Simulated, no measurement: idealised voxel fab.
The document below concerns the process module designated voxel trench capacitor.
Pictured: cross-section cut, 285 nm wide, on a grid of 5 nm square cells.
A cross-section is written here as square cells arranged in a grid, and it is given in bands from the top down, each band taking up one or more rows of cells.
Heads up on the band format: heights come first, top then bottom, in nm. After that it's the materials left to right, each with its width in nm. A single material flagged "everywhere" fills the whole band edge to edge, and "air" means there's empty space there.
For the purposes of this specification, 0 denotes the height below which the wafer in its as-received condition is composed wholly of one material, and the lowermost band, lacking a lower limit, extends downward without end, as expressed in "0 and below".
The two numbers in a width such as "30 to 40" mark its ends across the band: the first belongs to the top row of cells, the second to the bottom row, and from each row to the next the width moves by the same amount.
Given "nothing was modified" for a step, no cell of the cross-section differs between before and after that step.
The entry titled "closed voids" provides the empty spaces that have no open way to the top, restricted to those of 8 cells or more. Each is presented as width x height at distance, the distance being measured from the left edge, with all three in nm.
The remark found on a step's line after its settings is issued by the simulator itself and pertains to that step.
overlay nm, on a step with a mask: how far to the right of its planned place the mask lay; to the left if negative

[This section lists the process steps that were planned]
- 1: RECEIVE [material Si]
- 2: CONFORMAL_DEP [material SiN] [thk nm 10]
- 3: PATTERN [tone open] [mask id TRENCH] [material resist] [width nm 20] [pitch nm 50] [thk nm 15] [overlay nm -15]
- 4: DIRECTIONAL_ETCH [etch materials SiN] [depth nm 10]
- 5: DIRECTIONAL_ETCH [etch materials Si] [depth nm 35]
- 6: STRIP [etch materials resist]
- 7: CONFORMAL_DEP [material SiO2] [thk nm 5]
- 8: FILL_DEP [material polySi] [thk nm 5]
- 9: CMP [height nm 10]
Every wafer here starts from the same state; it is the step 3 overlay nm that distinguishes them, and the value the plan gives belongs to the first wafer.

[This is how the first of several wafers looked in cross-section when it arrived, which is after step 1]
	0 and below  Si everywhere
	closed voids: none

[Per wafer, end of module: cells gained (+) or lost (-) per material since receipt, then closed voids]
overlay nm -15 | -56 Si | +98 SiN | +40 SiO2 | +32 polySi | closed voids: none
overlay nm -10 | -56 Si | +98 SiN | +40 SiO2 | +32 polySi | closed voids: none
overlay nm -5 | -56 Si | +98 SiN | +40 SiO2 | +32 polySi | closed voids: none
overlay nm 0 | -56 Si | +98 SiN | +40 SiO2 | +32 polySi | closed voids: none
overlay nm 5 | -56 Si | +98 SiN | +40 SiO2 | +32 polySi | closed voids: none
overlay nm 10 | -56 Si | +98 SiN | +40 SiO2 | +32 polySi | closed voids: none
overlay nm 15 | -56 Si | +98 SiN | +40 SiO2 | +32 polySi | closed voids: none
